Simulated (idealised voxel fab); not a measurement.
The process module that follows is named voxel wiring stack.
Section cut is 265 nm wide and gridded with 5 nm square cells.
A cross-section is written here as square cells arranged in a grid, and it is given in bands from the top down, each band taking up one or more rows of cells. Band entry format. Leading values: height of top, height of bottom, nm. Remainder: materials in left-to-right order, each with its width in nm. Special words: "throughout" on a single material, which then fills the band edge to edge; "empty", empty space. Height reference: 0 = level under which incoming wafer is all one material. Lowest band: no bottom, runs on downward, e.g. "0..down". Think of "30 to 40" as a width that walks from the first number to the second as you go down the band, top row to bottom row, taking equal-sized steps from row to row. No cell of the cross-section changed in a step that is given as "no modification". "Closed void entries": empty spaces of 8 cells or more with no open way to the top, each given as width x height at distance, distance from the left edge, all in nm. If you see something after the settings on a step's line, that's the simulator's own remark about that step. overlay nm: where the mask lay relative to plan, measured to the right, on steps with a mask; negatives go left. If you're wondering how to read the rest of this, here's the deal. It's pairs of cross-sections: one from before a process step, one from after it. The after one is only drawn as far down as the lowest band that changed. Right under each pair you'll see which step sits between them and what its settings were. Don't read the pairs as one continuous story, though. They can come from different runs of this module on the same starting wafer, and a pair only carries on from the one above it where its entry headed "Prior to step" says so.

### Prior to step
* 135..125 | lowk 75 nm | empty 25 nm | lowk 20 nm | empty 25 nm | lowk 20 nm | empty 25 nm | lowk 75 nm
* 125..115 | lowk 90 nm | empty 10 nm | lowk 35 nm | empty 10 nm | lowk 35 nm | empty 10 nm | lowk 75 nm
* 115..110 | SiCN 90 nm | empty 10 nm | SiCN 35 nm | empty 10 nm | SiCN 35 nm | empty 10 nm | SiCN 75 nm
* 110..100 | SiO2 75 nm | TiN 5 nm | Cu 15 nm | TiN 5 nm | SiO2 20 nm | TiN 5 nm | Cu 15 nm | TiN 5 nm | SiO2 20 nm | TiN 5 nm | Cu 15 nm | TiN 5 nm | SiO2 75 nm
* 100..95 | SiO2 75 nm | TiN 5 nm | Cu 5 nm | TiN 15 nm | SiO2 20 nm | TiN 5 nm | Cu 5 nm | TiN 15 nm | SiO2 20 nm | TiN 5 nm | Cu 5 nm | TiN 15 nm | SiO2 75 nm
* 95..85 | SiO2 75 nm | TiN 5 nm | Cu 5 nm | TiN 5 nm | SiO2 30 nm | TiN 5 nm | Cu 5 nm | TiN 5 nm | SiO2 30 nm | TiN 5 nm | Cu 5 nm | TiN 5 nm | SiO2 85 nm
* 85..80 | SiCN 75 nm | TiN 15 nm | SiCN 30 nm | TiN 15 nm | SiCN 30 nm | TiN 15 nm | SiCN 85 nm
* 80..70 | lowk 75 nm | TiN 5 nm | Cu 15 nm | TiN 5 nm | lowk 20 nm | TiN 5 nm | Cu 15 nm | TiN 5 nm | lowk 20 nm | TiN 5 nm | Cu 15 nm | TiN 5 nm | lowk 75 nm
* 70..65 | lowk 75 nm | TiN 5 nm | Cu 5 nm | TiN 15 nm | lowk 20 nm | TiN 5 nm | Cu 5 nm | TiN 15 nm | lowk 20 nm | TiN 5 nm | Cu 5 nm | TiN 15 nm | lowk 75 nm
* 65..50 | lowk 75 nm | TiN 5 nm | Cu 5 nm | TiN 5 nm | lowk 30 nm | TiN 5 nm | Cu 5 nm | TiN 5 nm | lowk 30 nm | TiN 5 nm | Cu 5 nm | TiN 5 nm | lowk 85 nm
* 50..45 | SiCN 75 nm | TiN 15 nm | SiCN 30 nm | TiN 15 nm | SiCN 30 nm | TiN 15 nm | SiCN 85 nm
* 45..20 | SiO2 70 nm | SiN 5 nm | Ru 25 nm | SiN 5 nm | SiO2 10 nm | SiN 5 nm | Ru 25 nm | SiN 5 nm | SiO2 10 nm | SiN 5 nm | Ru 25 nm | SiN 5 nm | SiO2 70 nm
* 20..15 | SiN 75 nm | TiN 25 nm | SiN 20 nm | TiN 25 nm | SiN 20 nm | TiN 25 nm | SiN 75 nm
* 15..0 | SiO2 throughout
* 0..down | Si throughout
* Closed void entries: none

### Post-Process Section
* 140..135 | TiN 80 nm | empty 15 nm | TiN 30 nm | empty 15 nm | TiN 30 nm | empty 15 nm | TiN 80 nm
* 135..130 | lowk 75 nm | TiN 5 nm | empty 15 nm | TiN 5 nm | lowk 20 nm | TiN 5 nm | empty 15 nm | TiN 5 nm | lowk 20 nm | TiN 5 nm | empty 15 nm | TiN 5 nm | lowk 75 nm
* 130..125 | lowk 75 nm | TiN 25 nm | lowk 20 nm | TiN 25 nm | lowk 20 nm | TiN 25 nm | lowk 75 nm
* 125..115 | lowk 90 nm | TiN 10 nm | lowk 35 nm | TiN 10 nm | lowk 35 nm | TiN 10 nm | lowk 75 nm
* 115..110 | SiCN 90 nm | TiN 10 nm | SiCN 35 nm | TiN 10 nm | SiCN 35 nm | TiN 10 nm | SiCN 75 nm
* Whatever lies below 110 is exactly as it was before.
* Closed void entries: none
It is this step that lies between the two cross-sections above: CONFORMAL_DEP | material TiN | thk nm 5

Prior to step: the cross-section after the pair above

### Post-Process Section
* 150..140 | Cu throughout
* 140..135 | TiN 80 nm | Cu 15 nm | TiN 30 nm | Cu 15 nm | TiN 30 nm | Cu 15 nm | TiN 80 nm
* 135..130 | lowk 75 nm | TiN 5 nm | Cu 15 nm | TiN 5 nm | lowk 20 nm | TiN 5 nm | Cu 15 nm | TiN 5 nm | lowk 20 nm | TiN 5 nm | Cu 15 nm | TiN 5 nm | lowk 75 nm
* Whatever lies below 130 is exactly as it was before.
* Closed void entries: none
It is this step that lies between the two cross-sections above: FILL_DEP | material Cu | thk nm 10

Prior to step: the cross-section after the pair above

### Post-Process Section
* 145..140 | Cu throughout
* Whatever lies below 140 is exactly as it was before.
* Closed void entries: none
It is this step that lies between the two cross-sections above: CMP | height nm 145

Prior to step: the cross-section after the pair above

### Post-Process Section
* 150..145 | SiN throughout
* Whatever lies below 145 is exactly as it was before.
* Closed void entries: none
It is this step that lies between the two cross-sections above: CONFORMAL_DEP | material SiN | thk nm 5
